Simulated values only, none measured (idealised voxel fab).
voxel wiring stack: a process module
The width of the displayed cross-section, cut, is 240 nm; its cells are square, with a size of 5 nm.
Throughout this document, each cross-section is represented as a grid of square cells and is presented as a sequence of bands enumerated from the top downward, where a band comprises one or more rows of cells. Heights first: top, then bottom, in nm. Then materials, left to right, each with a width in nm. "full width" on a single material: fills the band edge to edge. "blank": empty space. All heights in this document are referenced to 0, defined as the level beneath which the wafer, as received, consists entirely of one material. The lowest band is not bounded below; it extends indefinitely downward and is written in the form "from 0 down". Top row gets the first number, bottom row gets the second, and each row in between changes by the same step: that is how a band width like "30..40" works. Any step labelled "nothing was modified" changed none of the cells in the cross-section. Empty spaces without an open route to the top, at least 8 cells in extent, make up the entry "Cavities, closed"; each is given as width x height at distance, where the distance is measured from the left edge, and all are in nm. Past the settings on a step's line: simulator remark, on that step. overlay nm: on a step with a mask, how far right of its planned place the mask lay; negative means left.

# List of planned process steps
1,RECEIVE [material Si]
2,CONFORMAL_DEP [material SiO2] [thk nm 10]
3,DIRECTIONAL_DEP [material TiN] [thk nm 5]
4,DIRECTIONAL_DEP [material Ru] [thk nm 15]
5,PATTERN [tone cover] [mask id METAL_1] [material resist] [width nm 20] [pitch nm 45] [thk nm 20] [overlay nm 0]
6,DIRECTIONAL_ETCH [etch materials Ru] [depth nm 15]
7,DIRECTIONAL_ETCH [etch materials TiN] [depth nm 5]
8,STRIP [etch materials resist]
9,FILL_DEP [material SiO2] [thk nm 10]
10,CMP [height nm 30]
11,CONFORMAL_DEP [material SiCN] [thk nm 5]
12,DIRECTIONAL_DEP [material SiO2] [thk nm 25]
13,PATTERN [tone open] [mask id METAL_2_HOLES] [material resist] [width nm 15] [pitch nm 45] [thk nm 20] [overlay nm 0]
14,DIRECTIONAL_ETCH [etch materials SiO2] [depth nm 25]
15,STRIP [etch materials resist]
16,DIRECTIONAL_DEP [material aC] [thk nm 15]
17,PATTERN [tone open] [mask id METAL_2] [material resist] [width nm 20] [pitch nm 45] [thk nm 35] [overlay nm 0]
18,DIRECTIONAL_ETCH [etch materials aC] [depth nm 15]
19,STRIP [etch materials resist]
20,DIRECTIONAL_ETCH [etch materials SiO2] [depth nm 15]
21,DIRECTIONAL_ETCH [etch materials SiCN] [depth nm 5]
22,STRIP [etch materials aC]
23,CONFORMAL_DEP [material TiN] [thk nm 5]
24,FILL_DEP [material Cu] [thk nm 10]
25,CMP [height nm 60]
26,CONFORMAL_DEP [material SiCN] [thk nm 5]
27,DIRECTIONAL_DEP [material SiO2] [thk nm 15]
28,DIRECTIONAL_DEP [material aC] [thk nm 10]
29,PATTERN [tone open] [mask id PLUG_2] [material resist] [width nm 15] [pitch nm 90] [thk nm 25] [overlay nm 0]
30,DIRECTIONAL_ETCH [etch materials aC] [depth nm 10]
31,STRIP [etch materials resist]
32,DIRECTIONAL_ETCH [etch materials SiO2] [depth nm 15]
33,DIRECTIONAL_ETCH [etch materials SiCN] [depth nm 5]
34,STRIP [etch materials aC]
35,CONFORMAL_DEP [material TiN] [thk nm 5]
36,FILL_DEP [material Ru] [thk nm 10]
37,CMP [height nm 80]
38,CONFORMAL_DEP [material SiN] [thk nm 5]
39,DIRECTIONAL_DEP [material SiO2] [thk nm 15]
40,PATTERN [tone open] [mask id METAL_3] [material resist] [width nm 20] [pitch nm 45] [thk nm 20] [overlay nm 0]
41,DIRECTIONAL_ETCH [etch materials SiO2] [depth nm 15]
42,DIRECTIONAL_ETCH [etch materials SiN] [depth nm 5]
43,STRIP [etch materials resist]
44,CONFORMAL_DEP [material TiN] [thk nm 5]
45,FILL_DEP [material Ru] [thk nm 10]
46,CMP [height nm 100]
47,EPI [material Ru] [thk nm 5]
48,FILL_DEP [material SiCN] [thk nm 5]

# Incoming wafer, cross-sectional view, post step 1
- from 0 down: Si full width
- Cavities, closed: none

# Cross-section at module end, one run error; start and plan unchanged from above
- from 110 to 105: SiCN full width
- from 105 to 100: SiCN: 35; Ru: 30; SiCN: 15; Ru: 30; SiCN: 15; Ru: 30; SiCN: 15; Ru: 30; SiCN: 40
- from 100 to 85: SiO2: 40; TiN: 5; Ru: 10; TiN: 5; SiO2: 25; TiN: 5; Ru: 10; TiN: 5; SiO2: 25; TiN: 5; Ru: 10; TiN: 5; SiO2: 25; TiN: 5; Ru: 10; TiN: 5; SiO2: 45
- from 85 to 80: SiN: 40; TiN: 20; SiN: 25; TiN: 20; SiN: 25; TiN: 20; SiN: 25; TiN: 20; SiN: 45
- from 80 to 65: SiO2: 45; TiN: 5; Ru: 5; TiN: 5; SiO2: 75; TiN: 5; Ru: 5; TiN: 5; SiO2: 90
- from 65 to 60: SiCN: 45; TiN: 15; SiCN: 75; TiN: 15; SiCN: 90
- from 60 to 50: SiO2: 40; TiN: 5; Cu: 10; TiN: 5; SiO2: 25; TiN: 5; Cu: 10; TiN: 5; SiO2: 25; TiN: 5; Cu: 10; TiN: 5; SiO2: 25; TiN: 5; Cu: 10; TiN: 5; SiO2: 45
- from 50 to 45: SiO2: 40; TiN: 5; Cu: 5; TiN: 10; SiO2: 25; TiN: 5; Cu: 5; TiN: 10; SiO2: 25; TiN: 5; Cu: 5; TiN: 10; SiO2: 25; TiN: 5; Cu: 5; TiN: 10; SiO2: 45
- from 45 to 35: SiO2: 40; TiN: 5; Cu: 5; TiN: 5; SiO2: 30; TiN: 5; Cu: 5; TiN: 5; SiO2: 30; TiN: 5; Cu: 5; TiN: 5; SiO2: 30; TiN: 5; Cu: 5; TiN: 5; SiO2: 50
- from 35 to 30: SiCN: 40; TiN: 15; SiCN: 30; TiN: 15; SiCN: 30; TiN: 15; SiCN: 30; TiN: 15; SiCN: 50
- from 30 to 15: SiO2: 40; Ru: 20; SiO2: 25; Ru: 20; SiO2: 25; Ru: 20; SiO2: 25; Ru: 20; SiO2: 45
- from 15 to 10: SiO2: 40; TiN: 20; SiO2: 25; TiN: 20; SiO2: 25; TiN: 20; SiO2: 25; TiN: 20; SiO2: 45
- from 10 to 0: SiO2 full width
- from 0 down: Si full width
- Cavities, closed: none
Finding, execution versus plan: planned and actual differ for step 29; actual: PATTERN [tone open] [mask id PLUG_2] [material resist] [width nm 15] [pitch nm 90] [thk nm 25] [overlay nm 5]
